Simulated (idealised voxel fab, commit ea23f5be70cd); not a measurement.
process module | voxel gate over fins
cross-section cut | 175 nm wide | cells 5 nm
A cross-section is a grid of square cells, given in bands from the top down. A band is one or more rows of cells.
Each band's line starts with the height of the band's top and of its bottom, in nm. Then come its materials from left to right, each with its width in nm. One material with "throughout" fills the band from edge to edge. "air" is empty space.
Height 0 is the level under which the wafer as received is all one material. The lowest band goes on downwards, as in "0 down".
A width such as "30 to 40" changes by the same amount from each row of cells to the next, from the band's top row to its bottom row.
"no change" after a step means that no cell of the cross-section changed.
closed voids: empty space of 8 cells or more with no open way to the top, each as width x height at its distance from the left edge, in nm
after a step's settings: what the simulator itself notes on the step
overlay nm, on a step with a mask: how far to the right of its planned place the mask lay; to the left if negative
plan
1 op RECEIVE | material Si
2 op CONFORMAL_DEP | material SiN | thk nm 10
3 op MASKED_ETCH | tone cover | mask id FINS | width nm 15 | pitch nm 35 | etch materials SiN | depth nm 10 | overlay nm 0
4 op MASKED_ETCH | tone cover | mask id FINS | width nm 15 | pitch nm 35 | etch materials Si | depth nm 40 | overlay nm 0
5 op FILL_DEP | material SiO2 | thk nm 10
6 op CMP | height nm 10
7 op SELECTIVE_ETCH | etch materials SiO2 | depth nm 20
8 op STRIP | etch materials SiN
9 op CONFORMAL_DEP | material HfO2 | thk nm 5
10 op CONFORMAL_DEP | material TiN | thk nm 5
11 op CONFORMAL_DEP | material TiAl | thk nm 5
12 op CONFORMAL_DEP | material TiN | thk nm 5
13 op FILL_DEP | material W | thk nm 10
14 op CMP | height nm 25
15 op CONFORMAL_DEP | material SiN | thk nm 10
as received, after step 1
  0 down: Si throughout
  closed voids: none
first wafer at the end, as planned
  35 to 25: SiN throughout
  25 to 20: W throughout
  20 to 15: W 40 | TiN 90 | W 45
  15 to 10: W 40 | TiN 5 | TiAl 80 | TiN 5 | W 45
  10 to 5: TiN 45 | TiAl 5 | TiN 70 | TiAl 5 | TiN 50
  5 to 0: TiAl 50 | TiN 5 | HfO2 25 | TiN 10 | HfO2 25 | TiN 5 | TiAl 55
  0 to -5: TiN 55 | HfO2 5 | Si 15 | HfO2 5 | TiN 10 | HfO2 5 | Si 15 | HfO2 5 | TiN 60
  -5 to -10: HfO2 60 | Si 15 | HfO2 20 | Si 15 | HfO2 65
  -10 to -40: SiO2 60 | Si 15 | SiO2 20 | Si 15 | SiO2 65
  -40 down: Si throughout
  closed voids: none
second wafer at the end: like start, like plan, one mistake
  35 to 25: SiN throughout
  25 to 20: W throughout
  20 to 15: W 40 | TiN 90 | W 45
  15 to 10: W 40 | TiN 5 | TiAl 80 | TiN 5 | W 45
  10 to 5: TiN 45 | TiAl 5 | TiN 70 | TiAl 5 | TiN 50
  5 to 0: TiAl 50 | TiN 5 | HfO2 25 | TiN 10 | HfO2 25 | TiN 5 | TiAl 55
  0 to -5: TiN 55 | HfO2 5 | Si 15 | HfO2 5 | TiN 10 | HfO2 5 | Si 15 | HfO2 5 | TiN 60
  -5 to -10: HfO2 60 | Si 15 | HfO2 20 | Si 15 | HfO2 65
  -10 to -80: SiO2 60 | Si 15 | SiO2 20 | Si 15 | SiO2 65
  -80 down: Si throughout
  closed voids: none
what went wrong: step 4 was run twice
at the end the second wafer has, in cells: 232 fewer of Si | 232 more of SiO2
